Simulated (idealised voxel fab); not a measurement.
Herein follows the process module entitled voxel wiring stack.
Displayed cross-section: cut, width of 140 nm, square cells sized 5 nm.
Bands, listed from the top down, are how a cross-section gets written in this document; the cross-section itself is a grid of square cells, and a band is one or more rows of them. Heights first: top, then bottom, in nm. Then materials, left to right, each with a width in nm. "all across" on a single material: fills the band edge to edge. "blank": empty space. Heights from 0 (as-received wafer is one material below). Bottom band endless downward, as "z 0 and below". A width given as "30->40" starts at the first number in the band's top row and ends at the second number in its bottom row, shifting by an equal amount at every step from row to row. Any step labelled "nothing altered" changed none of the cells in the cross-section. Empty spaces without an open route to the top, at least 8 cells in extent, make up the entry "Entrapped voids"; each is given as width x height at distance, where the distance is measured from the left edge, and all are in nm. It should be noted that, on the line of a given step, the content following the step's settings is a remark produced by the simulator itself with respect to that step. The line of a step may include "overlay nm". On a step with a mask, this value is how far to the right of its planned place the mask lay. A negative value means the mask lay to the left.

# This section lists the process steps that were planned
1. op RECEIVE | material Si
2. op CONFORMAL_DEP | material SiO2 | thk nm 15
3. op DIRECTIONAL_DEP | material TiN | thk nm 5
4. op DIRECTIONAL_DEP | material W | thk nm 15
5. op PATTERN | tone cover | mask id METAL_1 | material resist | width nm 20 | pitch nm 40 | thk nm 20 | overlay nm 0
6. op DIRECTIONAL_ETCH | etch materials W | depth nm 15
7. op DIRECTIONAL_ETCH | etch materials TiN | depth nm 5
8. op STRIP | etch materials resist
9. op FILL_DEP | material SiO2 | thk nm 5
10. op CMP | height nm 35
11. op CONFORMAL_DEP | material SiCN | thk nm 5
12. op DIRECTIONAL_DEP | material lowk | thk nm 35
13. op MASKED_ETCH | tone open | mask id METAL_2_HOLES | width nm 15 | pitch nm 40 | etch materials lowk | depth nm 35 | overlay nm 0
14. op PATTERN | tone open | mask id METAL_2 | material resist | width nm 20 | pitch nm 40 | thk nm 15 | overlay nm 0
15. op DIRECTIONAL_ETCH | etch materials lowk | depth nm 20
16. op DIRECTIONAL_ETCH | etch materials SiCN | depth nm 5
17. op STRIP | etch materials resist
18. op CONFORMAL_DEP | material TiN | thk nm 5
19. op FILL_DEP | material Ru | thk nm 5
20. op CMP | height nm 75
21. op CONFORMAL_DEP | material SiN | thk nm 5

# First of the two wafers, run per plan

# Cross-section of the wafer as it came to us, i.e., already through step 1
* z 0 and below: Si all across
* Entrapped voids: none

# The wafer, seen in cross-section, after step 2
* z 15 to 0: SiO2 all across
* No changes below 0.

# The wafer, seen in cross-section, after step 3
* z 20 to 15: TiN all across
* No changes below 15.

# The wafer, seen in cross-section, after step 4
* z 35 to 20: W all across
* No changes below 20.

# The wafer, seen in cross-section, after step 5
* z 55 to 35: blank: 20 | resist: 20 | blank: 20 | resist: 20 | blank: 20 | resist: 20 | blank: 20
* No changes below 35.

# The wafer, seen in cross-section, after step 6
* z 55 to 35: blank: 20 | resist: 20 | blank: 20 | resist: 20 | blank: 20 | resist: 20 | blank: 20
* z 35 to 20: blank: 20 | W: 20 | blank: 20 | W: 20 | blank: 20 | W: 20 | blank: 20
* No changes below 20.

# The wafer, seen in cross-section, after step 7
* z 55 to 35: blank: 20 | resist: 20 | blank: 20 | resist: 20 | blank: 20 | resist: 20 | blank: 20
* z 35 to 20: blank: 20 | W: 20 | blank: 20 | W: 20 | blank: 20 | W: 20 | blank: 20
* z 20 to 15: blank: 20 | TiN: 20 | blank: 20 | TiN: 20 | blank: 20 | TiN: 20 | blank: 20
* No changes below 15.

# The wafer, seen in cross-section, after step 8
* z 35 to 20: blank: 20 | W: 20 | blank: 20 | W: 20 | blank: 20 | W: 20 | blank: 20
* No changes below 20.

# The wafer, seen in cross-section, after step 9
* z 40 to 35: SiO2 all across
* z 35 to 20: SiO2: 20 | W: 20 | SiO2: 20 | W: 20 | SiO2: 20 | W: 20 | SiO2: 20
* z 20 to 15: SiO2: 20 | TiN: 20 | SiO2: 20 | TiN: 20 | SiO2: 20 | TiN: 20 | SiO2: 20
* No changes below 15.

# The wafer, seen in cross-section, after step 10
* z 35 to 20: SiO2: 20 | W: 20 | SiO2: 20 | W: 20 | SiO2: 20 | W: 20 | SiO2: 20
* No changes below 20.

# The wafer, seen in cross-section, after step 11
* z 40 to 35: SiCN all across
* No changes below 35.

# The wafer, seen in cross-section, after step 12
* z 75 to 40: lowk all across
* No changes below 40.

# The wafer, seen in cross-section, after step 13
* z 75 to 40: lowk: 20 | blank: 15 | lowk: 25 | blank: 15 | lowk: 25 | blank: 15 | lowk: 25
* No changes below 40.

# The wafer, seen in cross-section, after step 14
* z 90 to 75: resist: 20 | blank: 20 | resist: 20 | blank: 20 | resist: 20 | blank: 20 | resist: 20
* No changes below 75.

# The wafer, seen in cross-section, after step 15
* z 90 to 75: resist: 20 | blank: 20 | resist: 20 | blank: 20 | resist: 20 | blank: 20 | resist: 20
* z 75 to 55: lowk: 20 | blank: 20 | lowk: 20 | blank: 20 | lowk: 20 | blank: 20 | lowk: 20
* No changes below 55.

# The wafer, seen in cross-section, after step 16
* z 90 to 75: resist: 20 | blank: 20 | resist: 20 | blank: 20 | resist: 20 | blank: 20 | resist: 20
* z 75 to 55: lowk: 20 | blank: 20 | lowk: 20 | blank: 20 | lowk: 20 | blank: 20 | lowk: 20
* z 55 to 40: lowk: 20 | blank: 15 | lowk: 25 | blank: 15 | lowk: 25 | blank: 15 | lowk: 25
* z 40 to 35: SiCN: 20 | blank: 15 | SiCN: 25 | blank: 15 | SiCN: 25 | blank: 15 | SiCN: 25
* No changes below 35.

# The wafer, seen in cross-section, after step 17
* z 75 to 55: lowk: 20 | blank: 20 | lowk: 20 | blank: 20 | lowk: 20 | blank: 20 | lowk: 20
* No changes below 55.

# The wafer, seen in cross-section, after step 18
* z 80 to 75: TiN: 25 | blank: 10 | TiN: 30 | blank: 10 | TiN: 30 | blank: 10 | TiN: 25
* z 75 to 60: lowk: 20 | TiN: 5 | blank: 10 | TiN: 5 | lowk: 20 | TiN: 5 | blank: 10 | TiN: 5 | lowk: 20 | TiN: 5 | blank: 10 | TiN: 5 | lowk: 20
* z 60 to 55: lowk: 20 | TiN: 5 | blank: 5 | TiN: 10 | lowk: 20 | TiN: 5 | blank: 5 | TiN: 10 | lowk: 20 | TiN: 5 | blank: 5 | TiN: 10 | lowk: 20
* z 55 to 40: lowk: 20 | TiN: 5 | blank: 5 | TiN: 5 | lowk: 25 | TiN: 5 | blank: 5 | TiN: 5 | lowk: 25 | TiN: 5 | blank: 5 | TiN: 5 | lowk: 25
* z 40 to 35: SiCN: 20 | TiN: 15 | SiCN: 25 | TiN: 15 | SiCN: 25 | TiN: 15 | SiCN: 25
* No changes below 35.

# The wafer, seen in cross-section, after step 19
* z 85 to 80: Ru all across
* z 80 to 75: TiN: 25 | Ru: 10 | TiN: 30 | Ru: 10 | TiN: 30 | Ru: 10 | TiN: 25
* z 75 to 60: lowk: 20 | TiN: 5 | Ru: 10 | TiN: 5 | lowk: 20 | TiN: 5 | Ru: 10 | TiN: 5 | lowk: 20 | TiN: 5 | Ru: 10 | TiN: 5 | lowk: 20
* z 60 to 55: lowk: 20 | TiN: 5 | Ru: 5 | TiN: 10 | lowk: 20 | TiN: 5 | Ru: 5 | TiN: 10 | lowk: 20 | TiN: 5 | Ru: 5 | TiN: 10 | lowk: 20
* z 55 to 40: lowk: 20 | TiN: 5 | Ru: 5 | TiN: 5 | lowk: 25 | TiN: 5 | Ru: 5 | TiN: 5 | lowk: 25 | TiN: 5 | Ru: 5 | TiN: 5 | lowk: 25
* No changes below 40.

# The wafer, seen in cross-section, after step 20
* z 75 to 60: lowk: 20 | TiN: 5 | Ru: 10 | TiN: 5 | lowk: 20 | TiN: 5 | Ru: 10 | TiN: 5 | lowk: 20 | TiN: 5 | Ru: 10 | TiN: 5 | lowk: 20
* No changes below 60.

# The wafer, seen in cross-section, after step 21
* z 80 to 75: SiN all across
* No changes below 75.

# What follows concerns the second wafer, which started out like the first and was meant to follow the very same plan; one mistake crept in when it was run, but everything up to and including step 10 is the same as for the first wafer

# Cross-section, second wafer, at the end time the plan gives for step 11
* z 70 to 35: lowk all across
* No changes below 35.

# Cross-section, second wafer, at the end time the plan gives for step 12
* z 75 to 70: SiCN all across
* No changes below 70.

Cross-section, second wafer, at the end time the plan gives for step 13: nothing altered

# Cross-section, second wafer, at the end time the plan gives for step 14
* z 90 to 75: resist: 20 | blank: 20 | resist: 20 | blank: 20 | resist: 20 | blank: 20 | resist: 20
* No changes below 75.

Cross-section, second wafer, at the end time the plan gives for step 15: nothing altered

# Cross-section, second wafer, at the end time the plan gives for step 16
* z 90 to 75: resist: 20 | blank: 20 | resist: 20 | blank: 20 | resist: 20 | blank: 20 | resist: 20
* z 75 to 70: SiCN: 20 | blank: 20 | SiCN: 20 | blank: 20 | SiCN: 20 | blank: 20 | SiCN: 20
* No changes below 70.

# Cross-section, second wafer, at the end time the plan gives for step 17
* z 75 to 70: SiCN: 20 | blank: 20 | SiCN: 20 | blank: 20 | SiCN: 20 | blank: 20 | SiCN: 20
* No changes below 70.

# Cross-section, second wafer, at the end time the plan gives for step 18
* z 80 to 75: TiN: 25 | blank: 10 | TiN: 30 | blank: 10 | TiN: 30 | blank: 10 | TiN: 25
* z 75 to 70: SiCN: 20 | TiN: 20 | SiCN: 20 | TiN: 20 | SiCN: 20 | TiN: 20 | SiCN: 20
* No changes below 70.

# Cross-section, second wafer, at the end time the plan gives for step 19
* z 85 to 80: Ru all across
* z 80 to 75: TiN: 25 | Ru: 10 | TiN: 30 | Ru: 10 | TiN: 30 | Ru: 10 | TiN: 25
* No changes below 75.

# Cross-section, second wafer, at the end time the plan gives for step 20
* z 75 to 70: SiCN: 20 | TiN: 20 | SiCN: 20 | TiN: 20 | SiCN: 20 | TiN: 20 | SiCN: 20
* No changes below 70.

# Cross-section, second wafer, at the end time the plan gives for step 21
* z 80 to 75: SiN all across
* No changes below 75.
Which mistake was made when the wafer was run? a sequencing error occurred in which plan steps 11 and 12 were transposed
Bottom line after processing is that, in cells, the second wafer is up or down on some materials versus the first: -30 Ru; -3 SiCN; -42 TiN; +75 lowk
